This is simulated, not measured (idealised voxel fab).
Process module, titled voxel gate over fins
Section cut is 290 nm wide and gridded with 5 nm square cells.
In what follows, cross-sections appear as grids of square cells, described through bands that run from the top down, where every band is one or more rows of cells. Within each band entry, the heights of the top and of the bottom of the band appear first, in that order and in nm; the materials of the band then follow from left to right, each with its corresponding width in nm. The designation "edge to edge" on a single material indicates that it fills the band from edge to edge; the designation "blank" indicates empty space. We count height from 0. Below that, the starting wafer is all one material. The lowest band never ends at the bottom but goes on down; see "0..down" for how that is written. Read "30..40" as a graded width: first number on top, second number at the bottom, same change between each pair of neighbouring rows. Basically "nothing changed" means that step didn't change any cell in the cross-section. If an empty space has no open way to the top and is at least 8 cells in size, "Catalogued sealed voids" lists it, written width x height at distance, where distance is measured from the left edge and every value is in nm. If you see something after the settings on a step's line, that's the simulator's own remark about that step. Each step line may optionally specify "overlay nm", which for a step with a mask gives the rightward distance between the mask's planned place and where it lay, a negative value indicating the leftward direction. Each pair of cross-sections that follows straddles one process step: the one shows the state before the step, the other the state after it, down to the lowest band that changed and no further. The step in question, and its settings, are given under the pair. Note that a pair is not necessarily a continuation of the pair above it, since pairs can come from different runs of this module on the same starting wafer; it is a continuation only where its entry headed "Pre-step section" says so.
Pre-step section
25..20: W edge to edge
20..15: TiN edge to edge
15..10: TiAl edge to edge
10..5: TiN: 95, TiAl: 5, TiN: 40, TiAl: 5, TiN: 40, TiAl: 5, TiN: 100
5..0: HfO2: 90, TiN: 5, TiAl: 5, TiN: 5, HfO2: 30, TiN: 5, TiAl: 5, TiN: 5, HfO2: 30, TiN: 5, TiAl: 5, TiN: 5, HfO2: 95
0..-5: Si: 85, HfO2: 5, TiN: 5, TiAl: 5, TiN: 5, HfO2: 5, Si: 20, HfO2: 5, TiN: 5, TiAl: 5, TiN: 5, HfO2: 5, Si: 20, HfO2: 5, TiN: 5, TiAl: 5, TiN: 5, HfO2: 5, Si: 90
-5..-10: Si: 85, HfO2: 5, TiN: 15, HfO2: 5, Si: 20, HfO2: 5, TiN: 15, HfO2: 5, Si: 20, HfO2: 5, TiN: 15, HfO2: 5, Si: 90
-10..-15: Si: 85, HfO2: 25, Si: 20, HfO2: 25, Si: 20, HfO2: 25, Si: 90
-15..-45: Si: 85, SiO2: 25, Si: 20, SiO2: 25, Si: 20, SiO2: 25, Si: 90
-45..down: Si edge to edge
Catalogued sealed voids: none
Resultant Cross-Section
30..25: SiN edge to edge
Whatever lies below 25 is exactly as it was before.
Catalogued sealed voids: none
Step, pre vs post cross-sections above: CONFORMAL_DEP (material SiN; thk nm 5)
